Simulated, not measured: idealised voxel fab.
Process module in this document: voxel double patterning
Shown is cross-section cut, with a width of 145 nm and square cells of size 5 nm.
Think of the cross-section as a grid of square cells. We describe it in bands, top to bottom, and each band covers one or more rows of those cells.
Top, bottom (nm), then materials left to right with widths (nm); lone material tagged "everywhere" fills the whole band edge to edge; "empty" = empty space.
A quick word on heights: they are counted from 0, and under that level the wafer as it came to us is one material throughout. The lowest band is different from the rest in having no bottom; it simply continues downward, written as in "z 0 and below".
The two numbers in a width such as "30..40" mark its ends across the band: the first belongs to the top row of cells, the second to the bottom row, and from each row to the next the width moves by the same amount.
When a step is marked "all unchanged", none of the cells in the cross-section changed during that step.
"Enclosed internal cavities" - sealed voids, min. 8 cells, no opening to top; format: width x height at distance (distance from left edge; nm throughout).
If you see something after the settings on a step's line, that's the simulator's own remark about that step.
overlay nm: mask offset rightward from planned place, masked step; negative means leftward offset.
Planned step list for the process:
1) RECEIVE | material Si
2) CONFORMAL_DEP | material SiO2 | thk nm 10
3) DIRECTIONAL_DEP | material W | thk nm 15
4) DIRECTIONAL_DEP | material SiN | thk nm 5
5) DIRECTIONAL_DEP | material aC | thk nm 15
6) PATTERN | tone open | mask id FIRST | material resist | width nm 15 | pitch nm 50 | thk nm 30 | overlay nm 0
7) DIRECTIONAL_ETCH | etch materials aC | depth nm 15
8) STRIP | etch materials resist
9) DIRECTIONAL_ETCH | etch materials SiN | depth nm 5
10) STRIP | etch materials aC
11) DIRECTIONAL_DEP | material aC | thk nm 15
12) PATTERN | tone open | mask id SECOND | material resist | width nm 15 | thk nm 30 | overlay nm 0
13) DIRECTIONAL_ETCH | etch materials aC | depth nm 15
14) STRIP | etch materials resist
15) DIRECTIONAL_ETCH | etch materials SiN | depth nm 5
16) STRIP | etch materials aC
17) DIRECTIONAL_ETCH | etch materials W | depth nm 15
18) STRIP | etch materials SiN
First of the two wafers, run per plan:
Received-state cross-section, reflecting completion of step 1:
> z 0 and below  Si everywhere
> Enclosed internal cavities: none
Presented here is a cross-section of the wafer after step 2 has been performed:
> z 10 to 0  SiO2 everywhere
> Anything lower than 0 is untouched.
Presented here is a cross-section of the wafer after step 3 has been performed:
> z 25 to 10  W everywhere
> Anything lower than 10 is untouched.
Presented here is a cross-section of the wafer after step 4 has been performed:
> z 30 to 25  SiN everywhere
> Anything lower than 25 is untouched.
Presented here is a cross-section of the wafer after step 5 has been performed:
> z 45 to 30  aC everywhere
> Anything lower than 30 is untouched.
Presented here is a cross-section of the wafer after step 6 has been performed:
> z 75 to 45  resist: 40  empty: 15  resist: 35  empty: 15  resist: 40
> Anything lower than 45 is untouched.
Presented here is a cross-section of the wafer after step 7 has been performed:
> z 60 to 45  resist: 40  empty: 15  resist: 35  empty: 15  resist: 40
> z 45 to 30  aC: 40  empty: 15  aC: 35  empty: 15  aC: 40
> Anything lower than 30 is untouched.
Presented here is a cross-section of the wafer after step 8 has been performed:
> z 45 to 30  aC: 40  empty: 15  aC: 35  empty: 15  aC: 40
> Anything lower than 30 is untouched.
Presented here is a cross-section of the wafer after step 9 has been performed:
> z 45 to 30  aC: 40  empty: 15  aC: 35  empty: 15  aC: 40
> z 30 to 25  SiN: 40  empty: 15  SiN: 35  empty: 15  SiN: 40
> Anything lower than 25 is untouched.
Presented here is a cross-section of the wafer after step 10 has been performed:
> z 30 to 25  SiN: 40  empty: 15  SiN: 35  empty: 15  SiN: 40
> Anything lower than 25 is untouched.
Presented here is a cross-section of the wafer after step 11 has been performed:
> z 45 to 40  aC: 40  empty: 15  aC: 35  empty: 15  aC: 40
> z 40 to 30  aC everywhere
> z 30 to 25  SiN: 40  aC: 15  SiN: 35  aC: 15  SiN: 40
> Anything lower than 25 is untouched.
Presented here is a cross-section of the wafer after step 12 has been performed:
> z 75 to 45  resist: 65  empty: 15  resist: 65
> z 45 to 40  aC: 40  resist: 15  aC: 35  resist: 15  aC: 40
> Anything lower than 40 is untouched.
Presented here is a cross-section of the wafer after step 13 has been performed:
> z 60 to 45  resist: 65  empty: 15  resist: 65
> z 45 to 40  aC: 40  resist: 15  aC: 10  empty: 15  aC: 10  resist: 15  aC: 40
> z 40 to 30  aC: 65  empty: 15  aC: 65
> Anything lower than 30 is untouched.
Presented here is a cross-section of the wafer after step 14 has been performed:
> z 45 to 40  aC: 40  empty: 15  aC: 10  empty: 15  aC: 10  empty: 15  aC: 40
> Anything lower than 40 is untouched.
Presented here is a cross-section of the wafer after step 15 has been performed:
> z 45 to 40  aC: 40  empty: 15  aC: 10  empty: 15  aC: 10  empty: 15  aC: 40
> z 40 to 30  aC: 65  empty: 15  aC: 65
> z 30 to 25  SiN: 40  aC: 15  SiN: 10  empty: 15  SiN: 10  aC: 15  SiN: 40
> Anything lower than 25 is untouched.
Presented here is a cross-section of the wafer after step 16 has been performed:
> z 30 to 25  SiN: 40  empty: 15  SiN: 10  empty: 15  SiN: 10  empty: 15  SiN: 40
> Anything lower than 25 is untouched.
Presented here is a cross-section of the wafer after step 17 has been performed:
> z 30 to 25  SiN: 40  empty: 15  SiN: 10  empty: 15  SiN: 10  empty: 15  SiN: 40
> z 25 to 10  W: 40  empty: 15  W: 10  empty: 15  W: 10  empty: 15  W: 40
> Anything lower than 10 is untouched.
Presented here is a cross-section of the wafer after step 18 has been performed:
> z 25 to 10  W: 40  empty: 15  W: 10  empty: 15  W: 10  empty: 15  W: 40
> Anything lower than 10 is untouched.
Wafer two. Identical start, identical plan. One mistake in execution. Identical history through step 2:
Second wafer shown in cross-section at the time step 3 was slated to end:
> z 40 to 10  W everywhere
> Anything lower than 10 is untouched.
Second wafer shown in cross-section at the time step 4 was slated to end:
> z 45 to 40  SiN everywhere
> Anything lower than 40 is untouched.
Second wafer shown in cross-section at the time step 5 was slated to end:
> z 60 to 45  aC everywhere
> Anything lower than 45 is untouched.
Second wafer shown in cross-section at the time step 6 was slated to end:
> z 90 to 60  resist: 40  empty: 15  resist: 35  empty: 15  resist: 40
> Anything lower than 60 is untouched.
Second wafer shown in cross-section at the time step 7 was slated to end:
> z 75 to 60  resist: 40  empty: 15  resist: 35  empty: 15  resist: 40
> z 60 to 45  aC: 40  empty: 15  aC: 35  empty: 15  aC: 40
> Anything lower than 45 is untouched.
Second wafer shown in cross-section at the time step 8 was slated to end:
> z 60 to 45  aC: 40  empty: 15  aC: 35  empty: 15  aC: 40
> Anything lower than 45 is untouched.
Second wafer shown in cross-section at the time step 9 was slated to end:
> z 60 to 45  aC: 40  empty: 15  aC: 35  empty: 15  aC: 40
> z 45 to 40  SiN: 40  empty: 15  SiN: 35  empty: 15  SiN: 40
> Anything lower than 40 is untouched.
Second wafer shown in cross-section at the time step 10 was slated to end:
> z 45 to 40  SiN: 40  empty: 15  SiN: 35  empty: 15  SiN: 40
> Anything lower than 40 is untouched.
Second wafer shown in cross-section at the time step 11 was slated to end:
> z 60 to 55  aC: 40  empty: 15  aC: 35  empty: 15  aC: 40
> z 55 to 45  aC everywhere
> z 45 to 40  SiN: 40  aC: 15  SiN: 35  aC: 15  SiN: 40
> Anything lower than 40 is untouched.
Second wafer shown in cross-section at the time step 12 was slated to end:
> z 90 to 60  resist: 65  empty: 15  resist: 65
> z 60 to 55  aC: 40  resist: 15  aC: 35  resist: 15  aC: 40
> Anything lower than 55 is untouched.
Second wafer shown in cross-section at the time step 13 was slated to end:
> z 75 to 60  resist: 65  empty: 15  resist: 65
> z 60 to 55  aC: 40  resist: 15  aC: 10  empty: 15  aC: 10  resist: 15  aC: 40
> z 55 to 45  aC: 65  empty: 15  aC: 65
> Anything lower than 45 is untouched.
Second wafer shown in cross-section at the time step 14 was slated to end:
> z 60 to 55  aC: 40  empty: 15  aC: 10  empty: 15  aC: 10  empty: 15  aC: 40
> Anything lower than 55 is untouched.
Second wafer shown in cross-section at the time step 15 was slated to end:
> z 60 to 55  aC: 40  empty: 15  aC: 10  empty: 15  aC: 10  empty: 15  aC: 40
> z 55 to 45  aC: 65  empty: 15  aC: 65
> z 45 to 40  SiN: 40  aC: 15  SiN: 10  empty: 15  SiN: 10  aC: 15  SiN: 40
> Anything lower than 40 is untouched.
Second wafer shown in cross-section at the time step 16 was slated to end:
> z 45 to 40  SiN: 40  empty: 15  SiN: 10  empty: 15  SiN: 10  empty: 15  SiN: 40
> Anything lower than 40 is untouched.
Second wafer shown in cross-section at the time step 17 was slated to end:
> z 45 to 40  SiN: 40  empty: 15  SiN: 10  empty: 15  SiN: 10  empty: 15  SiN: 40
> z 40 to 25  W: 40  empty: 15  W: 10  empty: 15  W: 10  empty: 15  W: 40
> Anything lower than 25 is untouched.
Second wafer shown in cross-section at the time step 18 was slated to end:
> z 40 to 25  W: 40  empty: 15  W: 10  empty: 15  W: 10  empty: 15  W: 40
> Anything lower than 25 is untouched.
Deviation from plan: execution of plan step 3 occurred twice
Counted in cells at the end, the second wafer holds more or fewer of these materials than the first: W: 87 more
